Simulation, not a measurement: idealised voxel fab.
process module | voxel ribs on slabs
cross-section cut | 275 nm wide | cells 5 nm
A cross-section is a grid of square cells, given in bands from the top down. A band is one or more rows of cells.
Each band's line starts with the height of the band's top and of its bottom, in nm. Then come its materials from left to right, each with its width in nm. One material with "throughout" fills the band from edge to edge. "air" is empty space.
Height 0 is the level under which the wafer as received is all one material. The lowest band goes on downwards, as in "0 down".
A width such as "30 to 40" changes by the same amount from each row of cells to the next, from the band's top row to its bottom row.
"no change" after a step means that no cell of the cross-section changed.
closed voids: empty space of 8 cells or more with no open way to the top, each as width x height at its distance from the left edge, in nm
after a step's settings: what the simulator itself notes on the step
overlay nm, on a step with a mask: how far to the right of its planned place the mask lay; to the left if negative
plan
1 op RECEIVE | material Si
2 op DIRECTIONAL_DEP | material SiO2 | thk nm 30
3 op DIRECTIONAL_DEP | material SiN | thk nm 25
4 op PATTERN | tone cover | mask id RIB | material resist | width nm 30 | thk nm 20 | overlay nm 0
5 op DIRECTIONAL_ETCH | etch materials SiN | depth nm 10
6 op STRIP | etch materials resist
7 op DIRECTIONAL_DEP | material aC | thk nm 10
8 op PATTERN | tone cover | mask id SLAB | material resist | width nm 60 | thk nm 30 | overlay nm 0
9 op DIRECTIONAL_ETCH | etch materials aC | depth nm 10
10 op STRIP | etch materials resist
11 op DIRECTIONAL_ETCH | etch materials SiN | depth nm 15
12 op STRIP | etch materials aC
13 op FILL_DEP | material SiO2 | thk nm 20
14 op CMP | height nm 70
15 op DIRECTIONAL_DEP | material TiN | thk nm 5
16 op DIRECTIONAL_DEP | material aC | thk nm 15
17 op PATTERN | tone cover | mask id HEATER | material resist | width nm 40 | thk nm 35 | overlay nm 0
18 op DIRECTIONAL_ETCH | etch materials aC | depth nm 15
19 op STRIP | etch materials resist
20 op DIRECTIONAL_ETCH | etch materials TiN | depth nm 10
21 op STRIP | etch materials aC
22 op CONFORMAL_DEP | material SiO2 | thk nm 5
varied across the wafers: thk nm of step 15. The plan shows the first wafer's value. All wafers start alike
first wafer as received, after step 1
  0 down: Si throughout
  closed voids: none
each wafer at the end: cells of each material gained (+) or lost (-) since it was received, then its closed voids
thk nm 5 | +48 SiN | +779 SiO2 | +8 TiN | closed voids: none
thk nm 10 | +48 SiN | +781 SiO2 | +16 TiN | closed voids: none
thk nm 15 | +48 SiN | +781 SiO2 | +71 TiN | closed voids: none
thk nm 20 | +48 SiN | +781 SiO2 | +126 TiN | closed voids: none
thk nm 25 | +48 SiN | +781 SiO2 | +181 TiN | closed voids: none
